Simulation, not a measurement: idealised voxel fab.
This is a process module. Its name is voxel self aligned contacts.
In the cross-section labelled cut, the width is 180 nm and each square cell is 5 nm.
Cross-section, as written here: a square-cell grid given band by band from the top down, where a band holds one or more rows of cells.
Band: top and bottom heights (nm) first, top before bottom; then materials from left to right, widths in nm. "everywhere" marks a sole material filling the band edge to edge. "blank" denotes empty space.
It should be noted that heights are counted from 0, beneath which the wafer as supplied is of one material throughout, and that the lowest band possesses no lower boundary but continues downward, as written in "z 0 and below".
The width entry "30..40" should be interpreted row by row: the top row of cells in the band takes the first number, the bottom row takes the second number, and the change between adjacent rows is uniform throughout.
"no change occurred" after a step means that no cell of the cross-section changed.
The entry titled "Trapped void list" provides the empty spaces that have no open way to the top, restricted to those of 8 cells or more. Each is presented as width x height at distance, the distance being measured from the left edge, with all three in nm.
Read whatever lies past the settings on a step's line as the simulator's own remark about the step.
Among the settings permitted on a step's line is "overlay nm"; applied to a step with a mask, it specifies the extent to which the mask lay to the right of its planned position, whereas a negative figure signifies a position to the left.

[The process steps that were planned are listed below]
| 1 | RECEIVE with material Si |
| 2 | CONFORMAL_DEP with material SiO2, thk nm 5 |
| 3 | DIRECTIONAL_DEP with material polySi, thk nm 30 |
| 4 | DIRECTIONAL_DEP with material SiN, thk nm 25 |
| 5 | PATTERN with tone cover, mask id GATE, material resist, width nm 25, pitch nm 65, thk nm 15, overlay nm 0 |
| 6 | DIRECTIONAL_ETCH with etch materials SiN, depth nm 25 |
| 7 | DIRECTIONAL_ETCH with etch materials polySi, depth nm 30 |
| 8 | STRIP with etch materials resist |
| 9 | CONFORMAL_DEP with material SiN, thk nm 10 |
| 10 | DIRECTIONAL_ETCH with etch materials SiN, depth nm 10 |
| 11 | FILL_DEP with material SiO2, thk nm 10 |
| 12 | CMP with height nm 65 |
| 13 | PATTERN with tone open, mask id CONTACT, material resist, width nm 40, thk nm 15, overlay nm 0 |
| 14 | DIRECTIONAL_ETCH with etch materials SiO2, depth nm 65 |
| 15 | STRIP with etch materials resist |
| 16 | CONFORMAL_DEP with material TiN, thk nm 5 |
| 17 | FILL_DEP with material W, thk nm 10 |
| 18 | CMP with height nm 65 |
| 19 | CONFORMAL_DEP with material SiN, thk nm 5 |
The width nm used in step 13 is not the same on every wafer, whereas the starting condition is; the value printed in the plan is the first wafer's.

[Cross-section of the first incoming wafer of several, state after step 1]
* z 0 and below  Si everywhere
* Trapped void list: none

[Here is the cross-section of the first of several wafers at the end of the module, after its last step, step 19]
* z 70 to 65  SiN everywhere
* z 65 to 60  70 nm SiO2, then 15 nm TiN, then 10 nm W, then 15 nm TiN, then 70 nm SiO2
* z 60 to 35  35 nm SiO2, then 45 nm SiN, then 5 nm TiN, then 10 nm W, then 5 nm TiN, then 45 nm SiN, then 35 nm SiO2
* z 35 to 5  35 nm SiO2, then 10 nm SiN, then 25 nm polySi, then 10 nm SiN, then 5 nm TiN, then 10 nm W, then 5 nm TiN, then 10 nm SiN, then 25 nm polySi, then 10 nm SiN, then 35 nm SiO2
* z 5 to 0  80 nm SiO2, then 20 nm TiN, then 80 nm SiO2
* z 0 and below  Si everywhere
* Trapped void list: none

[The last wafer as seen in cross-section at the end of the module]
* z 70 to 65  SiN everywhere
* z 65 to 60  60 nm SiO2, then 25 nm TiN, then 10 nm W, then 30 nm TiN, then 55 nm SiO2
* z 60 to 35  35 nm SiO2, then 45 nm SiN, then 5 nm TiN, then 10 nm W, then 5 nm TiN, then 45 nm SiN, then 35 nm SiO2
* z 35 to 5  35 nm SiO2, then 10 nm SiN, then 25 nm polySi, then 10 nm SiN, then 5 nm TiN, then 10 nm W, then 5 nm TiN, then 10 nm SiN, then 25 nm polySi, then 10 nm SiN, then 35 nm SiO2
* z 5 to 0  80 nm SiO2, then 20 nm TiN, then 80 nm SiO2
* z 0 and below  Si everywhere
* Trapped void list: none

[So in this table every wafer gets its own row, and what you see is where it stands at the end of the module: for each material, how many cells it picked up (+) or gave up (-) since we received it, and after that its closed voids]
width nm 40; +174 SiN; +214 SiO2; +32 TiN; +24 W; +60 polySi; Trapped void list: none
width nm 45; +174 SiN; +213 SiO2; +33 TiN; +24 W; +60 polySi; Trapped void list: none
width nm 50; +174 SiN; +212 SiO2; +34 TiN; +24 W; +60 polySi; Trapped void list: none
width nm 55; +174 SiN; +211 SiO2; +35 TiN; +24 W; +60 polySi; Trapped void list: none
width nm 60; +174 SiN; +210 SiO2; +36 TiN; +24 W; +60 polySi; Trapped void list: none
width nm 65; +174 SiN; +209 SiO2; +37 TiN; +24 W; +60 polySi; Trapped void list: none
